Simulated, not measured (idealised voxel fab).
Module name: voxel self aligned vias (process module)
Displayed cross-section: cut, width of 165 nm, square cells sized 5 nm.
How to read a cross-section here: the picture is a grid of square cells, written as bands going from the top down, and any band can span one or more rows of cells.
It is stipulated that each band's entry specify, in nanometres, the height of the top of the band and then that of its bottom, followed by the materials of the band in left-to-right sequence, each together with its width in nanometres. A single material marked by the word "throughout" is understood to fill the band from edge to edge; the word "air" is understood to denote empty space.
A quick word on heights: they are counted from 0, and under that level the wafer as it came to us is one material throughout. The lowest band is different from the rest in having no bottom; it simply continues downward, written as in "0 -> down".
Quick explanation for "30->40": the width changes in equal steps down the rows of cells, from the first number in the band's top row to the second number in its bottom row.
Step marked "no alteration"? Then no cell in the cross-section changed in it.
Empty spaces counting at least 8 cells and having no open way to the top are listed in "Enclosed void catalog". The notation width x height at distance is used for each, the distance being from the left edge and all three values in nm.
Heads up: the bit after the settings on a step's line is the simulator's remark on that step.
On any step carrying a mask, the "overlay nm" setting, if present on the step's line, tells how far right of its planned place the mask lay; negative values point to the left.
Planned step list for the process
- 1: RECEIVE: material Si
- 2: CONFORMAL_DEP: material SiO2, thk nm 10
- 3: CONFORMAL_DEP: material SiCN, thk nm 5
- 4: DIRECTIONAL_DEP: material lowk, thk nm 25
- 5: PATTERN: tone open, mask id LINES, material resist, width nm 20, pitch nm 70, thk nm 15, overlay nm 0
- 6: DIRECTIONAL_ETCH: etch materials lowk, depth nm 25
- 7: STRIP: etch materials resist
- 8: CONFORMAL_DEP: material TiN, thk nm 5
- 9: FILL_DEP: material Ru, thk nm 10
- 10: CMP: height nm 40
- 11: SELECTIVE_ETCH: etch materials W Ru TiN, depth nm 10
- 12: FILL_DEP: material SiN, thk nm 10
- 13: CMP: height nm 40
- 14: DIRECTIONAL_DEP: material lowk, thk nm 20
- 15: MASKED_ETCH: tone open, mask id VIAS, width nm 40, etch materials lowk, depth nm 20, overlay nm 0
- 16: MASKED_ETCH: tone open, mask id VIAS, width nm 40, etch materials SiN, depth nm 10, overlay nm 0
- 17: CONFORMAL_DEP: material TiN, thk nm 5
- 18: FILL_DEP: material Ru, thk nm 5
- 19: CMP: height nm 60
- 20: CONFORMAL_DEP: material SiCN, thk nm 5
Run as planned: first of two wafers
Incoming wafer in cross-section (state: after step 1)
- 0 -> down | Si throughout
- Enclosed void catalog: none
Cross-section: wafer state after step 2
- 10 -> 0 | SiO2 throughout
- No changes below 0.
Cross-section: wafer state after step 3
- 15 -> 10 | SiCN throughout
- No changes below 10.
Cross-section: wafer state after step 4
- 40 -> 15 | lowk throughout
- No changes below 15.
Cross-section: wafer state after step 5
- 55 -> 40 | resist=35, air=20, resist=50, air=20, resist=40
- No changes below 40.
Cross-section: wafer state after step 6
- 55 -> 40 | resist=35, air=20, resist=50, air=20, resist=40
- 40 -> 15 | lowk=35, air=20, lowk=50, air=20, lowk=40
- No changes below 15.
Cross-section: wafer state after step 7
- 40 -> 15 | lowk=35, air=20, lowk=50, air=20, lowk=40
- No changes below 15.
Cross-section: wafer state after step 8
- 45 -> 40 | TiN=40, air=10, TiN=60, air=10, TiN=45
- 40 -> 20 | lowk=35, TiN=5, air=10, TiN=5, lowk=50, TiN=5, air=10, TiN=5, lowk=40
- 20 -> 15 | lowk=35, TiN=20, lowk=50, TiN=20, lowk=40
- No changes below 15.
Cross-section: wafer state after step 9
- 55 -> 45 | Ru throughout
- 45 -> 40 | TiN=40, Ru=10, TiN=60, Ru=10, TiN=45
- 40 -> 20 | lowk=35, TiN=5, Ru=10, TiN=5, lowk=50, TiN=5, Ru=10, TiN=5, lowk=40
- No changes below 20.
Cross-section: wafer state after step 10
- 40 -> 20 | lowk=35, TiN=5, Ru=10, TiN=5, lowk=50, TiN=5, Ru=10, TiN=5, lowk=40
- No changes below 20.
Cross-section: wafer state after step 11
- 40 -> 30 | lowk=35, air=20, lowk=50, air=20, lowk=40
- No changes below 30.
Cross-section: wafer state after step 12
- 50 -> 40 | SiN throughout
- 40 -> 30 | lowk=35, SiN=20, lowk=50, SiN=20, lowk=40
- No changes below 30.
Cross-section: wafer state after step 13
- 40 -> 30 | lowk=35, SiN=20, lowk=50, SiN=20, lowk=40
- No changes below 30.
Cross-section: wafer state after step 14
- 60 -> 40 | lowk throughout
- No changes below 40.
Cross-section: wafer state after step 15
- 60 -> 40 | lowk=25, air=40, lowk=100
- No changes below 40.
Cross-section: wafer state after step 16
- 60 -> 40 | lowk=25, air=40, lowk=100
- 40 -> 30 | lowk=35, air=20, lowk=50, SiN=20, lowk=40
- No changes below 30.
Cross-section: wafer state after step 17
- 65 -> 60 | TiN=30, air=30, TiN=105
- 60 -> 45 | lowk=25, TiN=5, air=30, TiN=5, lowk=100
- 45 -> 40 | lowk=25, TiN=15, air=10, TiN=15, lowk=100
- 40 -> 35 | lowk=35, TiN=5, air=10, TiN=5, lowk=50, SiN=20, lowk=40
- 35 -> 30 | lowk=35, TiN=20, lowk=50, SiN=20, lowk=40
- No changes below 30.
Cross-section: wafer state after step 18
- 70 -> 65 | Ru throughout
- 65 -> 60 | TiN=30, Ru=30, TiN=105
- 60 -> 45 | lowk=25, TiN=5, Ru=30, TiN=5, lowk=100
- 45 -> 40 | lowk=25, TiN=15, Ru=10, TiN=15, lowk=100
- 40 -> 35 | lowk=35, TiN=5, Ru=10, TiN=5, lowk=50, SiN=20, lowk=40
- No changes below 35.
Cross-section: wafer state after step 19
- 60 -> 45 | lowk=25, TiN=5, Ru=30, TiN=5, lowk=100
- No changes below 45.
Cross-section: wafer state after step 20
- 65 -> 60 | SiCN throughout
- No changes below 60.
The second wafer was prepared from the same starting point and under the same plan as the first; its processing contained one mistake, and it remains indistinguishable from the first wafer up to and including step 11
What the second wafer looks like in cross-section when step 12 should have wrapped up
- 50 -> 40 | SiO2 throughout
- 40 -> 30 | lowk=35, SiO2=20, lowk=50, SiO2=20, lowk=40
- No changes below 30.
What the second wafer looks like in cross-section when step 13 should have wrapped up
- 40 -> 30 | lowk=35, SiO2=20, lowk=50, SiO2=20, lowk=40
- No changes below 30.
What the second wafer looks like in cross-section when step 14 should have wrapped up
- 60 -> 40 | lowk throughout
- No changes below 40.
What the second wafer looks like in cross-section when step 15 should have wrapped up
- 60 -> 40 | lowk=25, air=40, lowk=100
- No changes below 40.
What the second wafer looks like in cross-section when step 16 should have wrapped up: no alteration
What the second wafer looks like in cross-section when step 17 should have wrapped up
- 65 -> 60 | TiN=30, air=30, TiN=105
- 60 -> 45 | lowk=25, TiN=5, air=30, TiN=5, lowk=100
- 45 -> 40 | lowk=25, TiN=40, lowk=100
- No changes below 40.
What the second wafer looks like in cross-section when step 18 should have wrapped up
- 70 -> 65 | Ru throughout
- 65 -> 60 | TiN=30, Ru=30, TiN=105
- 60 -> 45 | lowk=25, TiN=5, Ru=30, TiN=5, lowk=100
- No changes below 45.
What the second wafer looks like in cross-section when step 19 should have wrapped up
- 60 -> 45 | lowk=25, TiN=5, Ru=30, TiN=5, lowk=100
- No changes below 45.
What the second wafer looks like in cross-section when step 20 should have wrapped up
- 65 -> 60 | SiCN throughout
- No changes below 60.
Here's what went sideways: step 12 changed vs plan, executed as FILL_DEP: material SiO2, thk nm 10
Final wafer comparison in cells, second versus first, more or fewer per material: Ru: 4 fewer; SiN: 8 fewer; SiO2: 16 more; TiN: 4 fewer
